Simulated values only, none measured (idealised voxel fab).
You're looking at the process module voxel self aligned vias.
Section cut is 250 nm wide and gridded with 5 nm square cells.
Each cross-section below is a grid of square cells, stated as bands in top-down order, with one or more rows of cells making up each band. A band entry consists of two parts. The first gives the height of the band's top and the height of its bottom, in nm. The rest lists the band's materials from left to right, each with its width in nm. A single material labelled with the word "edge to edge" fills the band from edge to edge, and the word "empty" marks empty space. Zero point of the height axis is 0; under it, received wafer = one material. Lowest band: continues down indefinitely, "0 nm and below". Width: "30->40" (first number = top row, second number = bottom row, same change from row to row of cells). When a step is marked "identical to before", none of the cells in the cross-section changed during that step. Basically, "Enclosed void inventory" tells you about the enclosed voids: empty spaces with no open way to the top, 8 cells or bigger, each written width x height at distance, where distance is from the left edge, all in nm. It should be noted that, on the line of a given step, the content following the step's settings is a remark produced by the simulator itself with respect to that step. Each step line may optionally specify "overlay nm", which for a step with a mask gives the rightward distance between the mask's planned place and where it lay, a negative value indicating the leftward direction.

Set out below are the planned steps of the process
1. RECEIVE (material Si)
2. CONFORMAL_DEP (material SiO2; thk nm 10)
3. CONFORMAL_DEP (material SiCN; thk nm 5)
4. DIRECTIONAL_DEP (material lowk; thk nm 25)
5. PATTERN (tone open; mask id LINES; material resist; width nm 30; pitch nm 65; thk nm 15; overlay nm 0)
6. DIRECTIONAL_ETCH (etch materials lowk; depth nm 25)
7. STRIP (etch materials resist)
8. CONFORMAL_DEP (material TiN; thk nm 5)
9. FILL_DEP (material Ru; thk nm 10)
10. CMP (height nm 40)
11. SELECTIVE_ETCH (etch materials W Ru TiN; depth nm 10)
12. FILL_DEP (material SiN; thk nm 10)
13. CMP (height nm 40)
14. DIRECTIONAL_DEP (material lowk; thk nm 15)
15. PATTERN (tone open; mask id VIAS; material resist; width nm 50; pitch nm 65; thk nm 20; overlay nm 0)
16. DIRECTIONAL_ETCH (etch materials lowk; depth nm 15)
17. DIRECTIONAL_ETCH (etch materials SiN; depth nm 10)
18. STRIP (etch materials resist)
19. CONFORMAL_DEP (material TiN; thk nm 5)
20. FILL_DEP (material W; thk nm 5)
21. CMP (height nm 55)
22. CONFORMAL_DEP (material SiN; thk nm 5)

First out of two wafers; run went to plan

Cross-section of the wafer as it came to us, i.e., already through step 1
* 0 nm and below: Si edge to edge
* Enclosed void inventory: none

Upon completion of step 2, the wafer appears in cross-section as shown
* 10 nm to 0 nm: SiO2 edge to edge
* Nothing below the height 0 has changed.

Upon completion of step 3, the wafer appears in cross-section as shown
* 15 nm to 10 nm: SiCN edge to edge
* Nothing below the height 10 has changed.

Upon completion of step 4, the wafer appears in cross-section as shown
* 40 nm to 15 nm: lowk edge to edge
* Nothing below the height 15 has changed.

Upon completion of step 5, the wafer appears in cross-section as shown
* 55 nm to 40 nm: resist 45 nm  empty 30 nm  resist 35 nm  empty 30 nm  resist 35 nm  empty 30 nm  resist 45 nm
* Nothing below the height 40 has changed.

Upon completion of step 6, the wafer appears in cross-section as shown
* 55 nm to 40 nm: resist 45 nm  empty 30 nm  resist 35 nm  empty 30 nm  resist 35 nm  empty 30 nm  resist 45 nm
* 40 nm to 15 nm: lowk 45 nm  empty 30 nm  lowk 35 nm  empty 30 nm  lowk 35 nm  empty 30 nm  lowk 45 nm
* Nothing below the height 15 has changed.

Upon completion of step 7, the wafer appears in cross-section as shown
* 40 nm to 15 nm: lowk 45 nm  empty 30 nm  lowk 35 nm  empty 30 nm  lowk 35 nm  empty 30 nm  lowk 45 nm
* Nothing below the height 15 has changed.

Upon completion of step 8, the wafer appears in cross-section as shown
* 45 nm to 40 nm: TiN 50 nm  empty 20 nm  TiN 45 nm  empty 20 nm  TiN 45 nm  empty 20 nm  TiN 50 nm
* 40 nm to 20 nm: lowk 45 nm  TiN 5 nm  empty 20 nm  TiN 5 nm  lowk 35 nm  TiN 5 nm  empty 20 nm  TiN 5 nm  lowk 35 nm  TiN 5 nm  empty 20 nm  TiN 5 nm  lowk 45 nm
* 20 nm to 15 nm: lowk 45 nm  TiN 30 nm  lowk 35 nm  TiN 30 nm  lowk 35 nm  TiN 30 nm  lowk 45 nm
* Nothing below the height 15 has changed.

Upon completion of step 9, the wafer appears in cross-section as shown
* 55 nm to 45 nm: Ru edge to edge
* 45 nm to 40 nm: TiN 50 nm  Ru 20 nm  TiN 45 nm  Ru 20 nm  TiN 45 nm  Ru 20 nm  TiN 50 nm
* 40 nm to 20 nm: lowk 45 nm  TiN 5 nm  Ru 20 nm  TiN 5 nm  lowk 35 nm  TiN 5 nm  Ru 20 nm  TiN 5 nm  lowk 35 nm  TiN 5 nm  Ru 20 nm  TiN 5 nm  lowk 45 nm
* Nothing below the height 20 has changed.

Upon completion of step 10, the wafer appears in cross-section as shown
* 40 nm to 20 nm: lowk 45 nm  TiN 5 nm  Ru 20 nm  TiN 5 nm  lowk 35 nm  TiN 5 nm  Ru 20 nm  TiN 5 nm  lowk 35 nm  TiN 5 nm  Ru 20 nm  TiN 5 nm  lowk 45 nm
* Nothing below the height 20 has changed.

Upon completion of step 11, the wafer appears in cross-section as shown
* 40 nm to 30 nm: lowk 45 nm  empty 30 nm  lowk 35 nm  empty 30 nm  lowk 35 nm  empty 30 nm  lowk 45 nm
* Nothing below the height 30 has changed.

Upon completion of step 12, the wafer appears in cross-section as shown
* 50 nm to 40 nm: SiN edge to edge
* 40 nm to 30 nm: lowk 45 nm  SiN 30 nm  lowk 35 nm  SiN 30 nm  lowk 35 nm  SiN 30 nm  lowk 45 nm
* Nothing below the height 30 has changed.

Upon completion of step 13, the wafer appears in cross-section as shown
* 40 nm to 30 nm: lowk 45 nm  SiN 30 nm  lowk 35 nm  SiN 30 nm  lowk 35 nm  SiN 30 nm  lowk 45 nm
* Nothing below the height 30 has changed.

Upon completion of step 14, the wafer appears in cross-section as shown
* 55 nm to 40 nm: lowk edge to edge
* Nothing below the height 40 has changed.

Upon completion of step 15, the wafer appears in cross-section as shown
* 75 nm to 55 nm: resist 35 nm  empty 50 nm  resist 15 nm  empty 50 nm  resist 15 nm  empty 50 nm  resist 35 nm
* Nothing below the height 55 has changed.

Upon completion of step 16, the wafer appears in cross-section as shown
* 75 nm to 55 nm: resist 35 nm  empty 50 nm  resist 15 nm  empty 50 nm  resist 15 nm  empty 50 nm  resist 35 nm
* 55 nm to 40 nm: lowk 35 nm  empty 50 nm  lowk 15 nm  empty 50 nm  lowk 15 nm  empty 50 nm  lowk 35 nm
* Nothing below the height 40 has changed.

Upon completion of step 17, the wafer appears in cross-section as shown
* 75 nm to 55 nm: resist 35 nm  empty 50 nm  resist 15 nm  empty 50 nm  resist 15 nm  empty 50 nm  resist 35 nm
* 55 nm to 40 nm: lowk 35 nm  empty 50 nm  lowk 15 nm  empty 50 nm  lowk 15 nm  empty 50 nm  lowk 35 nm
* 40 nm to 30 nm: lowk 45 nm  empty 30 nm  lowk 35 nm  empty 30 nm  lowk 35 nm  empty 30 nm  lowk 45 nm
* Nothing below the height 30 has changed.

Upon completion of step 18, the wafer appears in cross-section as shown
* 55 nm to 40 nm: lowk 35 nm  empty 50 nm  lowk 15 nm  empty 50 nm  lowk 15 nm  empty 50 nm  lowk 35 nm
* Nothing below the height 40 has changed.

Upon completion of step 19, the wafer appears in cross-section as shown
* 60 nm to 55 nm: TiN 40 nm  empty 40 nm  TiN 25 nm  empty 40 nm  TiN 25 nm  empty 40 nm  TiN 40 nm
* 55 nm to 45 nm: lowk 35 nm  TiN 5 nm  empty 40 nm  TiN 5 nm  lowk 15 nm  TiN 5 nm  empty 40 nm  TiN 5 nm  lowk 15 nm  TiN 5 nm  empty 40 nm  TiN 5 nm  lowk 35 nm
* 45 nm to 35 nm: lowk 35->45 nm  TiN 15->5 nm  empty 20 nm  TiN 15->5 nm  lowk 15->35 nm  TiN 15->5 nm  empty 20 nm  TiN 15->5 nm  lowk 15->35 nm  TiN 15->5 nm  empty 20 nm  TiN 15->5 nm  lowk 35->45 nm
* 35 nm to 30 nm: lowk 45 nm  TiN 30 nm  lowk 35 nm  TiN 30 nm  lowk 35 nm  TiN 30 nm  lowk 45 nm
* Nothing below the height 30 has changed.

Upon completion of step 20, the wafer appears in cross-section as shown
* 65 nm to 60 nm: W edge to edge
* 60 nm to 55 nm: TiN 40 nm  W 40 nm  TiN 25 nm  W 40 nm  TiN 25 nm  W 40 nm  TiN 40 nm
* 55 nm to 45 nm: lowk 35 nm  TiN 5 nm  W 40 nm  TiN 5 nm  lowk 15 nm  TiN 5 nm  W 40 nm  TiN 5 nm  lowk 15 nm  TiN 5 nm  W 40 nm  TiN 5 nm  lowk 35 nm
* 45 nm to 35 nm: lowk 35->45 nm  TiN 15->5 nm  W 20 nm  TiN 15->5 nm  lowk 15->35 nm  TiN 15->5 nm  W 20 nm  TiN 15->5 nm  lowk 15->35 nm  TiN 15->5 nm  W 20 nm  TiN 15->5 nm  lowk 35->45 nm
* Nothing below the height 35 has changed.

Upon completion of step 21, the wafer appears in cross-section as shown
* 55 nm to 45 nm: lowk 35 nm  TiN 5 nm  W 40 nm  TiN 5 nm  lowk 15 nm  TiN 5 nm  W 40 nm  TiN 5 nm  lowk 15 nm  TiN 5 nm  W 40 nm  TiN 5 nm  lowk 35 nm
* Nothing below the height 45 has changed.

Upon completion of step 22, the wafer appears in cross-section as shown
* 60 nm to 55 nm: SiN edge to edge
* Nothing below the height 55 has changed.

Second wafer, same starting conditions and recipe as the first, one mistake in executing it, nothing differs from the first up to and including step 18

Second wafer, section view, time point: scheduled end of step 19
* 60 nm to 55 nm: Ru 40 nm  empty 40 nm  Ru 25 nm  empty 40 nm  Ru 25 nm  empty 40 nm  Ru 40 nm
* 55 nm to 45 nm: lowk 35 nm  Ru 5 nm  empty 40 nm  Ru 5 nm  lowk 15 nm  Ru 5 nm  empty 40 nm  Ru 5 nm  lowk 15 nm  Ru 5 nm  empty 40 nm  Ru 5 nm  lowk 35 nm
* 45 nm to 35 nm: lowk 35->45 nm  Ru 15->5 nm  empty 20 nm  Ru 15->5 nm  lowk 15->35 nm  Ru 15->5 nm  empty 20 nm  Ru 15->5 nm  lowk 15->35 nm  Ru 15->5 nm  empty 20 nm  Ru 15->5 nm  lowk 35->45 nm
* 35 nm to 30 nm: lowk 45 nm  Ru 30 nm  lowk 35 nm  Ru 30 nm  lowk 35 nm  Ru 30 nm  lowk 45 nm
* Nothing below the height 30 has changed.

Second wafer, section view, time point: scheduled end of step 20
* 65 nm to 60 nm: W edge to edge
* 60 nm to 55 nm: Ru 40 nm  W 40 nm  Ru 25 nm  W 40 nm  Ru 25 nm  W 40 nm  Ru 40 nm
* 55 nm to 45 nm: lowk 35 nm  Ru 5 nm  W 40 nm  Ru 5 nm  lowk 15 nm  Ru 5 nm  W 40 nm  Ru 5 nm  lowk 15 nm  Ru 5 nm  W 40 nm  Ru 5 nm  lowk 35 nm
* 45 nm to 35 nm: lowk 35->45 nm  Ru 15->5 nm  W 20 nm  Ru 15->5 nm  lowk 15->35 nm  Ru 15->5 nm  W 20 nm  Ru 15->5 nm  lowk 15->35 nm  Ru 15->5 nm  W 20 nm  Ru 15->5 nm  lowk 35->45 nm
* Nothing below the height 35 has changed.

Second wafer, section view, time point: scheduled end of step 21
* 55 nm to 45 nm: lowk 35 nm  Ru 5 nm  W 40 nm  Ru 5 nm  lowk 15 nm  Ru 5 nm  W 40 nm  Ru 5 nm  lowk 15 nm  Ru 5 nm  W 40 nm  Ru 5 nm  lowk 35 nm
* Nothing below the height 45 has changed.

Second wafer, section view, time point: scheduled end of step 22
* 60 nm to 55 nm: SiN edge to edge
* Nothing below the height 55 has changed.
Deviation noted in wafer processing: rather than as planned, step 19 actually ran as CONFORMAL_DEP (material Ru; thk nm 5)
FYI, end of process, the second wafer has more or fewer cells of some materials than the first: Ru +54, TiN -54
